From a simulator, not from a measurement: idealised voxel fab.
Title: Process Module voxel released beams
The figure presents cross-section cut, which has a width of 185 nm and is divided into square cells with an edge length of 5 nm.
The cross-sections in this document take the form of a grid made of square cells. They are written out as bands, in order from top to bottom. Each band consists of one or more rows of cells. Heads up on the band format: heights come first, top then bottom, in nm. After that it's the materials left to right, each with its width in nm. A single material flagged "full width" fills the whole band edge to edge, and "empty" means there's empty space there. It should be noted that heights are counted from 0, beneath which the wafer as supplied is of one material throughout, and that the lowest band possesses no lower boundary but continues downward, as written in "0 and below". With a width like "30 to 40", each row of cells in the band differs from the next by the same amount, the top row carrying the first number and the bottom row the second. What does "remained unchanged" mean for a step? It means no cell of the cross-section changed in that step. Heads up: "Closed void inventory" only lists the empty pockets with no open path to the top that are 8 cells or more, and it writes them as width x height at distance, distance from the left edge, in nm. Where a step's line continues beyond its settings, the continuation is a remark by the simulator itself on that step. You can add "overlay nm" to a step's line. For a step with a mask, it describes how far the mask lay to the right of its planned position, and a negative number describes a lay to the left.

# Steps in the process plan
step 1: RECEIVE (material Si)
step 2: CONFORMAL_DEP (material SiN; thk nm 5)
step 3: DIRECTIONAL_DEP (material SiO2; thk nm 10)
step 4: MASKED_ETCH (tone open; mask id ANCHOR; width nm 45; etch materials SiO2; depth nm 10; overlay nm 0)
step 5: CONFORMAL_DEP (material TiN; thk nm 15)
step 6: DIRECTIONAL_DEP (material aC; thk nm 15)
step 7: PATTERN (tone cover; mask id BEAM; material resist; width nm 120; thk nm 30; overlay nm 0)
step 8: DIRECTIONAL_ETCH (etch materials aC; depth nm 15)
step 9: STRIP (etch materials resist)
step 10: DIRECTIONAL_ETCH (etch materials TiN; depth nm 15)
step 11: STRIP (etch materials aC)
step 12: STRIP (etch materials SiO2)

# What follows covers the first of two wafers; it ran as planned

# Cross-section of the incoming wafer, state after step 1
> 0 and below  Si full width
> Closed void inventory: none

# After step 2, in cross-section
> 5 down to 0  SiN full width
> At heights below 0, the structure remains unaltered.

# After step 3, in cross-section
> 15 down to 5  SiO2 full width
> At heights below 5, the structure remains unaltered.

# After step 4, in cross-section
> 15 down to 5  35 nm SiO2  45 nm empty  105 nm SiO2
> At heights below 5, the structure remains unaltered.

# After step 5, in cross-section
> 30 down to 20  50 nm TiN  15 nm empty  120 nm TiN
> 20 down to 15  TiN full width
> 15 down to 5  35 nm SiO2  45 nm TiN  105 nm SiO2
> At heights below 5, the structure remains unaltered.

# After step 6, in cross-section
> 45 down to 35  50 nm aC  15 nm empty  120 nm aC
> 35 down to 30  aC full width
> 30 down to 20  50 nm TiN  15 nm aC  120 nm TiN
> At heights below 20, the structure remains unaltered.

# After step 7, in cross-section
> 75 down to 45  30 nm empty  120 nm resist  35 nm empty
> 45 down to 35  50 nm aC  15 nm resist  120 nm aC
> At heights below 35, the structure remains unaltered.

# After step 8, in cross-section
> 60 down to 45  30 nm empty  120 nm resist  35 nm empty
> 45 down to 35  30 nm empty  20 nm aC  15 nm resist  85 nm aC  35 nm empty
> 35 down to 30  30 nm empty  120 nm aC  35 nm empty
> At heights below 30, the structure remains unaltered.

# After step 9, in cross-section
> 45 down to 35  30 nm empty  20 nm aC  15 nm empty  85 nm aC  35 nm empty
> At heights below 35, the structure remains unaltered.

# After step 10, in cross-section
> 45 down to 35  30 nm empty  20 nm aC  15 nm empty  85 nm aC  35 nm empty
> 35 down to 30  30 nm empty  120 nm aC  35 nm empty
> 30 down to 20  30 nm empty  20 nm TiN  15 nm aC  85 nm TiN  35 nm empty
> 20 down to 15  30 nm empty  120 nm TiN  35 nm empty
> At heights below 15, the structure remains unaltered.

# After step 11, in cross-section
> 30 down to 20  30 nm empty  20 nm TiN  15 nm empty  85 nm TiN  35 nm empty
> At heights below 20, the structure remains unaltered.

# After step 12, in cross-section
> 30 down to 20  30 nm empty  20 nm TiN  15 nm empty  85 nm TiN  35 nm empty
> 20 down to 15  30 nm empty  120 nm TiN  35 nm empty
> 15 down to 5  35 nm empty  45 nm TiN  105 nm empty
> At heights below 5, the structure remains unaltered.

# Okay, second wafer. Nothing different at the start, nothing different in the plan, just one mistake somewhere in the running. As far as step 9, counting that step, it's the first wafer all over again

# Second wafer at the planned finish of step 10, seen in cross-section
> 45 down to 35  30 nm empty  20 nm aC  15 nm empty  85 nm aC  35 nm empty
> 35 down to 30  30 nm empty  120 nm aC  35 nm empty
> 30 down to 25  30 nm empty  20 nm TiN  15 nm aC  85 nm TiN  35 nm empty
> At heights below 25, the structure remains unaltered.

# Second wafer at the planned finish of step 11, seen in cross-section
> 30 down to 25  30 nm empty  20 nm TiN  15 nm empty  85 nm TiN  35 nm empty
> 25 down to 20  50 nm TiN  15 nm empty  120 nm TiN
> At heights below 20, the structure remains unaltered.

Second wafer at the planned finish of step 12, seen in cross-section: remained unchanged
Diagnosis: for step 10, the planned setting was not used; the step was instead run as DIRECTIONAL_ETCH (etch materials TiN; depth nm 5)
Counted in cells at the end, the second wafer holds more or fewer of these materials than the first: +56 SiO2; +26 TiN
